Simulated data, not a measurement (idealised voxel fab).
The process module that follows is named voxel ribs on slabs.
Shown is cross-section cut, with a width of 145 nm and square cells of size 5 nm.
Bands, listed from the top down, are how a cross-section gets written in this document; the cross-section itself is a grid of square cells, and a band is one or more rows of them.
Per band: top height and bottom height in nm, followed by the left-to-right materials and their widths in nm; "edge to edge" marks a single material spanning edge to edge, "blank" marks empty space.
For the purposes of this specification, 0 denotes the height below which the wafer in its as-received condition is composed wholly of one material, and the lowermost band, lacking a lower limit, extends downward without end, as expressed in "0 and below".
Graded width ("30 to 40"): value in top row of band = first number; value in bottom row = second number; row-to-row change constant.
Step marked "left unchanged"? Then no cell in the cross-section changed in it.
Enclosed voids (no open way to top), threshold 8 cells or more, entry "Closed empty spaces", notation width x height at distance, distance from left edge, nm.
On a step's line, text after the settings is the simulator commenting on that step.
overlay nm, on a step with a mask: how far to the right of its planned place the mask lay; to the left if negative

Planned step list for the process
1,RECEIVE [material Si]
2,DIRECTIONAL_DEP [material SiO2] [thk nm 10]
3,DIRECTIONAL_DEP [material polySi] [thk nm 20]
4,DIRECTIONAL_DEP [material aC] [thk nm 15]
5,PATTERN [tone cover] [mask id RIB] [material resist] [width nm 15] [thk nm 35] [overlay nm 0]
6,DIRECTIONAL_ETCH [etch materials aC] [depth nm 15]
7,STRIP [etch materials resist]
8,DIRECTIONAL_ETCH [etch materials polySi] [depth nm 15]
9,STRIP [etch materials aC]
10,PATTERN [tone cover] [mask id SLAB] [material resist] [width nm 65] [thk nm 20] [overlay nm 0]
11,DIRECTIONAL_ETCH [etch materials polySi] [depth nm 5]
12,STRIP [etch materials resist]
13,FILL_DEP [material SiO2] [thk nm 20]
14,CMP [height nm 50]
15,DIRECTIONAL_DEP [material W] [thk nm 5]
16,MASKED_ETCH [tone cover] [mask id HEATER] [width nm 25] [etch materials W] [depth nm 5] [overlay nm 0]
17,CONFORMAL_DEP [material SiN] [thk nm 5]
For clarity, it should be stated that the wafers under discussion commence in an identical condition and differ with respect to the thk nm of step 2, the plan indicating the value that the first wafer had.

Cross-section of the first incoming wafer of several, state after step 1
  0 and below = Si edge to edge
  Closed empty spaces: none

Cross-sectional representation of the first of several wafers at the end of the module, i.e. after its terminal step, step 17
  60 down to 55 = 55 of blank / 35 of SiN / 55 of blank
  55 down to 50 = 60 of SiN / 25 of W / 60 of SiN
  50 down to 30 = SiO2 edge to edge
  30 down to 15 = 65 of SiO2 / 15 of polySi / 65 of SiO2
  15 down to 10 = 40 of SiO2 / 65 of polySi / 40 of SiO2
  10 down to 0 = SiO2 edge to edge
  0 and below = Si edge to edge
  Closed empty spaces: none

Wafer cross-section (last wafer, module end)
  60 down to 55 = 55 of blank / 35 of SiN / 55 of blank
  55 down to 50 = 60 of SiN / 25 of W / 60 of SiN
  50 down to 40 = 65 of SiO2 / 15 of polySi / 65 of SiO2
  40 down to 35 = 40 of SiO2 / 65 of polySi / 40 of SiO2
  35 down to 0 = SiO2 edge to edge
  0 and below = Si edge to edge
  Closed empty spaces: none

Take any row and you have a wafer at the end of the module: how many cells of each material it has gained (+) or lost (-) since it was received, and then its closed voids
thk nm 10; +31 SiN; +268 SiO2; +5 W; +22 polySi; Closed empty spaces: none
thk nm 15; +31 SiN; +268 SiO2; +5 W; +22 polySi; Closed empty spaces: none
thk nm 20; +31 SiN; +268 SiO2; +5 W; +22 polySi; Closed empty spaces: none
thk nm 25; +31 SiN; +268 SiO2; +5 W; +22 polySi; Closed empty spaces: none
thk nm 30; +31 SiN; +268 SiO2; +5 W; +22 polySi; Closed empty spaces: none
thk nm 35; +31 SiN; +271 SiO2; +5 W; +19 polySi; Closed empty spaces: none
